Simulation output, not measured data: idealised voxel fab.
process module | voxel double patterning
cross-section cut | 295 nm wide | cells 5 nm
A cross-section is a grid of square cells, given in bands from the top down. A band is one or more rows of cells.
Each band's line starts with the height of the band's top and of its bottom, in nm. Then come its materials from left to right, each with its width in nm. One material with "throughout" fills the band from edge to edge. "air" is empty space.
Height 0 is the level under which the wafer as received is all one material. The lowest band goes on downwards, as in "0 down".
A width such as "30 to 40" changes by the same amount from each row of cells to the next, from the band's top row to its bottom row.
"no change" after a step means that no cell of the cross-section changed.
closed voids: empty space of 8 cells or more with no open way to the top, each as width x height at its distance from the left edge, in nm
after a step's settings: what the simulator itself notes on the step
overlay nm, on a step with a mask: how far to the right of its planned place the mask lay; to the left if negative
plan
1 op RECEIVE | material Si
2 op CONFORMAL_DEP | material SiO2 | thk nm 5
3 op DIRECTIONAL_DEP | material W | thk nm 10
4 op DIRECTIONAL_DEP | material SiCN | thk nm 10
5 op DIRECTIONAL_DEP | material aC | thk nm 15
6 op PATTERN | tone open | mask id FIRST | material resist | width nm 15 | pitch nm 50 | thk nm 35 | overlay nm 0
7 op DIRECTIONAL_ETCH | etch materials aC | depth nm 15
8 op STRIP | etch materials resist
9 op DIRECTIONAL_ETCH | etch materials SiCN | depth nm 10
10 op STRIP | etch materials aC
11 op MASKED_ETCH | tone open | mask id SECOND | width nm 15 | etch materials SiCN | depth nm 10 | overlay nm 0
12 op DIRECTIONAL_ETCH | etch materials W | depth nm 10
13 op STRIP | etch materials SiCN
as received, after step 1
  0 down: Si throughout
  closed voids: none
first wafer at the end, as planned
  15 to 5: W 115 | air 15 | W 10 | air 15 | W 10 | air 15 | W 115
  5 to 0: SiO2 throughout
  0 down: Si throughout
  closed voids: none
second wafer at the end: like start, like plan, one mistake
  15 to 5: W 115 | air 15 | W 10 | air 15 | W 10 | air 15 | W 115
  5 to 0: aC throughout
  0 down: Si throughout
  closed voids: none
what went wrong: step 2 ran as: op CONFORMAL_DEP | material aC | thk nm 5
at the end the second wafer has, in cells: 59 fewer of SiO2 | 59 more of aC
